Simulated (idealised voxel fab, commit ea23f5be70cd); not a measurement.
process module | voxel local oxidation
Pictured: cross-section cut, 165 nm wide, on a grid of 5 nm square cells.
For the purposes of this document, a cross-section shall be understood as a grid of square cells, specified as bands listed in top-to-bottom order, each band consisting of one or more rows of cells.
Quick guide to a band line: top height, bottom height (nm) up front; then every material left to right with its width in nm. Only one material and it's marked "throughout"? Then it fills the band edge to edge. And "blank" just means empty space.
Zero point of the height axis is 0; under it, received wafer = one material. Lowest band: continues down indefinitely, "0 down".
Width: "30->40" (first number = top row, second number = bottom row, same change from row to row of cells).
When a step is marked "left unchanged", none of the cells in the cross-section changed during that step.
Listed in "Closed void entries": every empty space of 8 or more cells without an open way to the top. Form: width x height at distance, the distance being from the left edge, all in nm.
Past the settings on a step's line: simulator remark, on that step.
What "overlay nm" on a step's line means: if the step has a mask, that mask lay this far to the right of its planned place, or, when the value is negative, to the left.
**This section lists the process steps that were planned**
1. RECEIVE: material Si
2. OXIDIZE: depth nm 5
3. CONFORMAL_DEP: material SiN, thk nm 15
4. PATTERN: tone cover, mask id ACTIVE, material resist, width nm 95, thk nm 15, overlay nm 0
5. DIRECTIONAL_ETCH: etch materials SiN, depth nm 15
6. STRIP: etch materials resist
7. SELECTIVE_ETCH: etch materials SiO2, depth nm 5
8. OXIDIZE: depth nm 15
9. STRIP: etch materials SiN
Across this set of wafers, the varied parameter is the width nm of step 4. Starting conditions are identical for every wafer, and the plan reports the value assigned to the first wafer.
**Cross-sectional view of the first of several wafers in the as-received condition, corresponding to the state following step 1**
  0 down = Si throughout
  Closed void entries: none
**Basically each wafer gets a line in the table, showing it at the end of the module: material by material, the cells it gained (+) or lost (-) since we got it, then its closed voids**
width nm 95; -99 Si; +83 SiO2; Closed void entries: none
width nm 100; -96 Si; +81 SiO2; Closed void entries: none
width nm 105; -93 Si; +79 SiO2; Closed void entries: none
width nm 110; -90 Si; +77 SiO2; Closed void entries: none
width nm 115; -87 Si; +75 SiO2; Closed void entries: none
width nm 120; -84 Si; +73 SiO2; Closed void entries: none
